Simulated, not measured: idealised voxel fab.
Documented hereafter: the process module known as voxel transistor to metal.
Cross-section cut spans 180 nm and uses square cells 5 nm in size.
The cross-sections in this document take the form of a grid made of square cells. They are written out as bands, in order from top to bottom. Each band consists of one or more rows of cells. Each band's line starts with the height of the band's top and of its bottom, in nm. Then come its materials from left to right, each with its width in nm. One material with "all across" fills the band from edge to edge. "blank" is empty space. We count height from 0. Below that, the starting wafer is all one material. The lowest band never ends at the bottom but goes on down; see "top 0, no bottom" for how that is written. Note: "30 to 40" means the width goes from the first number (top row of the band) to the second number (bottom row) in equal steps per row of cells. Reading "changes: none" for a step: not a cell of the cross-section changed in it. Closed empty spaces (no open way to the top) of 8 cells or more are what "Trapped void list" lists, each as width x height at distance from the left edge, nm for all three. Read whatever lies past the settings on a step's line as the simulator's own remark about the step. overlay nm: how far to the right of its planned place the mask lay on this masked step (negative: to the left).

# The process steps that were planned are listed below
1,RECEIVE (material Si)
2,CONFORMAL_DEP (material SiO2; thk nm 5)
3,CONFORMAL_DEP (material SiN; thk nm 10)
4,DIRECTIONAL_DEP (material aC; thk nm 15)
5,PATTERN (tone cover; mask id ACTIVE; material resist; width nm 120; thk nm 30; overlay nm 0)
6,DIRECTIONAL_ETCH (etch materials aC; depth nm 15)
7,STRIP (etch materials resist)
8,DIRECTIONAL_ETCH (etch materials SiN; depth nm 10)
9,DIRECTIONAL_ETCH (etch materials SiO2; depth nm 5)
10,DIRECTIONAL_ETCH (etch materials Si; depth nm 25)
11,STRIP (etch materials aC)
12,FILL_DEP (material SiO2; thk nm 10)
13,CMP (height nm 15)
14,SELECTIVE_ETCH (etch materials SiO2; depth nm 10)
15,STRIP (etch materials SiN)
16,SELECTIVE_ETCH (etch materials SiO2; depth nm 5)
17,OXIDIZE (depth nm 5)
18,DIRECTIONAL_DEP (material polySi; thk nm 25)
19,DIRECTIONAL_DEP (material SiCN; thk nm 15)
20,DIRECTIONAL_DEP (material aC; thk nm 15)
21,PATTERN (tone cover; mask id GATE; material resist; width nm 30; thk nm 30; overlay nm 0)
22,DIRECTIONAL_ETCH (etch materials aC; depth nm 15)
23,STRIP (etch materials resist)
24,DIRECTIONAL_ETCH (etch materials SiCN; depth nm 25)
25,DIRECTIONAL_ETCH (etch materials polySi; depth nm 35)
26,STRIP (etch materials aC)
27,CONFORMAL_DEP (material SiO2; thk nm 5)
28,DIRECTIONAL_ETCH (etch materials SiO2; depth nm 5)
29,CONFORMAL_DEP (material SiN; thk nm 5)
30,DIRECTIONAL_ETCH (etch materials SiN; depth nm 5)
31,DIRECTIONAL_ETCH (etch materials SiO2; depth nm 5)
32,EPI (material SiGe; thk nm 5)
33,FILL_DEP (material SiO2; thk nm 5)
34,CMP (height nm 25)
35,STRIP (etch materials polySi)
36,SELECTIVE_ETCH (etch materials SiO2; depth nm 5)
37,CONFORMAL_DEP (material HfO2; thk nm 5)
38,CONFORMAL_DEP (material TiN; thk nm 5)
39,FILL_DEP (material W; thk nm 10)
40,CMP (height nm 20)
41,DIRECTIONAL_DEP (material SiO2; thk nm 15)
42,PATTERN (tone open; mask id CONTACT; material resist; width nm 20; pitch nm 80; thk nm 15; overlay nm 0)
43,DIRECTIONAL_ETCH (etch materials SiO2; depth nm 35)
44,STRIP (etch materials resist)
45,CONFORMAL_DEP (material TiN; thk nm 5)
46,FILL_DEP (material W; thk nm 5)
47,CMP (height nm 35)
48,CONFORMAL_DEP (material SiN; thk nm 5)
49,DIRECTIONAL_DEP (material lowk; thk nm 20)
50,DIRECTIONAL_DEP (material aC; thk nm 15)
51,PATTERN (tone open; mask id METAL_1; material resist; width nm 20; pitch nm 80; thk nm 30; overlay nm 0)
52,DIRECTIONAL_ETCH (etch materials aC; depth nm 15)
53,STRIP (etch materials resist)
54,DIRECTIONAL_ETCH (etch materials lowk; depth nm 20)
55,DIRECTIONAL_ETCH (etch materials SiN; depth nm 5)
56,STRIP (etch materials aC)
57,CONFORMAL_DEP (material TiN; thk nm 5)
58,FILL_DEP (material Ru; thk nm 5)
59,CMP (height nm 60)
60,EPI (material Ru; thk nm 5)
61,FILL_DEP (material SiCN; thk nm 5)
62,DIRECTIONAL_DEP (material lowk; thk nm 35)
63,MASKED_ETCH (tone open; mask id METAL_2_HOLES; width nm 15; pitch nm 80; etch materials lowk; depth nm 35; overlay nm 0)
64,PATTERN (tone open; mask id METAL_2; material resist; width nm 20; pitch nm 80; thk nm 15; overlay nm 0)
65,DIRECTIONAL_ETCH (etch materials lowk; depth nm 20)
66,DIRECTIONAL_ETCH (etch materials SiCN; depth nm 5)
67,STRIP (etch materials resist)
68,CONFORMAL_DEP (material TiN; thk nm 5)
69,FILL_DEP (material Cu; thk nm 10)
70,CMP (height nm 105)
71,CONFORMAL_DEP (material SiCN; thk nm 5)

# Wafer as received: cross-section following step 1
- top 0, no bottom: Si all across
- Trapped void list: none

# Run as planned - first of the two wafers cross-sectioned at the end of the module
- top 110, bottom 105: SiCN all across
- top 105, bottom 90: lowk 40 nm / TiN 5 nm / Cu 10 nm / TiN 5 nm / lowk 60 nm / TiN 5 nm / Cu 10 nm / TiN 5 nm / lowk 40 nm
- top 90, bottom 85: lowk 40 nm / TiN 5 nm / Cu 5 nm / TiN 10 nm / lowk 60 nm / TiN 5 nm / Cu 5 nm / TiN 10 nm / lowk 40 nm
- top 85, bottom 70: lowk 40 nm / TiN 5 nm / Cu 5 nm / TiN 5 nm / lowk 65 nm / TiN 5 nm / Cu 5 nm / TiN 5 nm / lowk 45 nm
- top 70, bottom 65: SiCN 40 nm / TiN 15 nm / SiCN 65 nm / TiN 15 nm / SiCN 45 nm
- top 65, bottom 60: SiCN 35 nm / Ru 30 nm / SiCN 50 nm / Ru 30 nm / SiCN 35 nm
- top 60, bottom 40: lowk 40 nm / TiN 5 nm / Ru 10 nm / TiN 5 nm / lowk 60 nm / TiN 5 nm / Ru 10 nm / TiN 5 nm / lowk 40 nm
- top 40, bottom 35: SiN 40 nm / TiN 20 nm / SiN 60 nm / TiN 20 nm / SiN 40 nm
- top 35, bottom 20: SiO2 40 nm / TiN 5 nm / W 10 nm / TiN 5 nm / SiO2 60 nm / TiN 5 nm / W 10 nm / TiN 5 nm / SiO2 40 nm
- top 20, bottom 5: SiO2 40 nm / TiN 5 nm / W 10 nm / TiN 5 nm / SiO2 5 nm / SiN 5 nm / HfO2 5 nm / TiN 5 nm / W 20 nm / TiN 5 nm / HfO2 5 nm / SiN 5 nm / SiO2 5 nm / TiN 5 nm / W 10 nm / TiN 5 nm / SiO2 40 nm
- top 5, bottom 0: SiO2 40 nm / TiN 20 nm / SiO2 5 nm / SiN 5 nm / HfO2 5 nm / TiN 30 nm / HfO2 5 nm / SiN 5 nm / SiO2 5 nm / TiN 20 nm / SiO2 40 nm
- top 0, bottom -5: SiO2 25 nm / SiGe 40 nm / SiO2 5 nm / HfO2 40 nm / SiO2 5 nm / SiGe 40 nm / SiO2 25 nm
- top -5, bottom -25: SiO2 30 nm / Si 120 nm / SiO2 30 nm
- top -25, no bottom: Si all across
- Trapped void list: none

# Wafer two, sectioned after the module: the first wafer's start, the first wafer's plan, and one mistake in how it was run
- top 110, bottom 105: SiCN all across
- top 105, bottom 90: lowk 40 nm / TiN 5 nm / Cu 5 nm / TiN 5 nm / lowk 65 nm / TiN 5 nm / Cu 5 nm / TiN 5 nm / lowk 45 nm
- top 90, bottom 85: lowk 40 nm / TiN 15 nm / lowk 65 nm / TiN 15 nm / lowk 45 nm
- top 85, bottom 70: lowk all across
- top 70, bottom 65: SiCN all across
- top 65, bottom 60: SiCN 35 nm / Ru 30 nm / SiCN 50 nm / Ru 30 nm / SiCN 35 nm
- top 60, bottom 40: lowk 40 nm / TiN 5 nm / Ru 10 nm / TiN 5 nm / lowk 60 nm / TiN 5 nm / Ru 10 nm / TiN 5 nm / lowk 40 nm
- top 40, bottom 35: SiN 40 nm / TiN 20 nm / SiN 60 nm / TiN 20 nm / SiN 40 nm
- top 35, bottom 20: SiO2 40 nm / TiN 5 nm / W 10 nm / TiN 5 nm / SiO2 60 nm / TiN 5 nm / W 10 nm / TiN 5 nm / SiO2 40 nm
- top 20, bottom 5: SiO2 40 nm / TiN 5 nm / W 10 nm / TiN 5 nm / SiO2 5 nm / SiN 5 nm / HfO2 5 nm / TiN 5 nm / W 20 nm / TiN 5 nm / HfO2 5 nm / SiN 5 nm / SiO2 5 nm / TiN 5 nm / W 10 nm / TiN 5 nm / SiO2 40 nm
- top 5, bottom 0: SiO2 40 nm / TiN 20 nm / SiO2 5 nm / SiN 5 nm / HfO2 5 nm / TiN 30 nm / HfO2 5 nm / SiN 5 nm / SiO2 5 nm / TiN 20 nm / SiO2 40 nm
- top 0, bottom -5: SiO2 25 nm / SiGe 40 nm / SiO2 5 nm / HfO2 40 nm / SiO2 5 nm / SiGe 40 nm / SiO2 25 nm
- top -5, bottom -25: SiO2 30 nm / Si 120 nm / SiO2 30 nm
- top -25, no bottom: Si all across
- Trapped void list: none
Run error: heads up, step 62 of the plan got done twice
Heads up, by the end the second wafer has more or fewer cells of some materials compared to the first: Cu -14 | SiCN +6 | TiN -18 | lowk +26
